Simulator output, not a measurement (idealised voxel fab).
process module | voxel self aligned contacts
cross-section cut | 170 nm wide | cells 5 nm
A cross-section is a grid of square cells, given in bands from the top down. A band is one or more rows of cells.
Each band's line starts with the height of the band's top and of its bottom, in nm. Then come its materials from left to right, each with its width in nm. One material with "throughout" fills the band from edge to edge. "air" is empty space.
Height 0 is the level under which the wafer as received is all one material. The lowest band goes on downwards, as in "0 down".
A width such as "30 to 40" changes by the same amount from each row of cells to the next, from the band's top row to its bottom row.
"no change" after a step means that no cell of the cross-section changed.
closed voids: empty space of 8 cells or more with no open way to the top, each as width x height at its distance from the left edge, in nm
after a step's settings: what the simulator itself notes on the step
overlay nm, on a step with a mask: how far to the right of its planned place the mask lay; to the left if negative
plan
1 op RECEIVE | material Si
2 op OXIDIZE | depth nm 5
3 op DIRECTIONAL_DEP | material polySi | thk nm 25
4 op DIRECTIONAL_DEP | material SiN | thk nm 20
5 op DIRECTIONAL_DEP | material aC | thk nm 10
6 op PATTERN | tone cover | mask id GATE | material resist | width nm 30 | pitch nm 65 | thk nm 30 | overlay nm 0
7 op DIRECTIONAL_ETCH | etch materials aC | depth nm 10
8 op STRIP | etch materials resist
9 op DIRECTIONAL_ETCH | etch materials SiN | depth nm 20
10 op DIRECTIONAL_ETCH | etch materials polySi | depth nm 25
11 op STRIP | etch materials aC
12 op CONFORMAL_DEP | material SiN | thk nm 10
13 op DIRECTIONAL_ETCH | etch materials SiN | depth nm 10
14 op FILL_DEP | material SiO2 | thk nm 20
15 op CMP | height nm 55
16 op DIRECTIONAL_DEP | material aC | thk nm 10
17 op PATTERN | tone open | mask id CONTACT | material resist | width nm 45 | thk nm 25 | overlay nm 0
18 op DIRECTIONAL_ETCH | etch materials aC | depth nm 10
19 op STRIP | etch materials resist
20 op DIRECTIONAL_ETCH | etch materials SiO2 | depth nm 60
21 op STRIP | etch materials aC
22 op CONFORMAL_DEP | material TiN | thk nm 5
23 op FILL_DEP | material Ru | thk nm 10
24 op CMP | height nm 55
25 op CONFORMAL_DEP | material SiCN | thk nm 5
as received, after step 1
  0 down: Si throughout
  closed voids: none
a wafer at the end: this start, this plan, one mistake
  60 to 55: SiCN throughout
  55 to 50: SiO2 25 | SiN 50 | TiN 5 | Ru 5 | TiN 5 | SiN 50 | SiO2 30
  50 to 45: SiO2 25 | SiN 50 | TiN 15 | SiN 50 | SiO2 30
  45 to 25: SiN throughout
  25 to 0: polySi throughout
  0 to -5: SiO2 throughout
  -5 down: Si throughout
  closed voids: none
what went wrong: step 4 was run twice
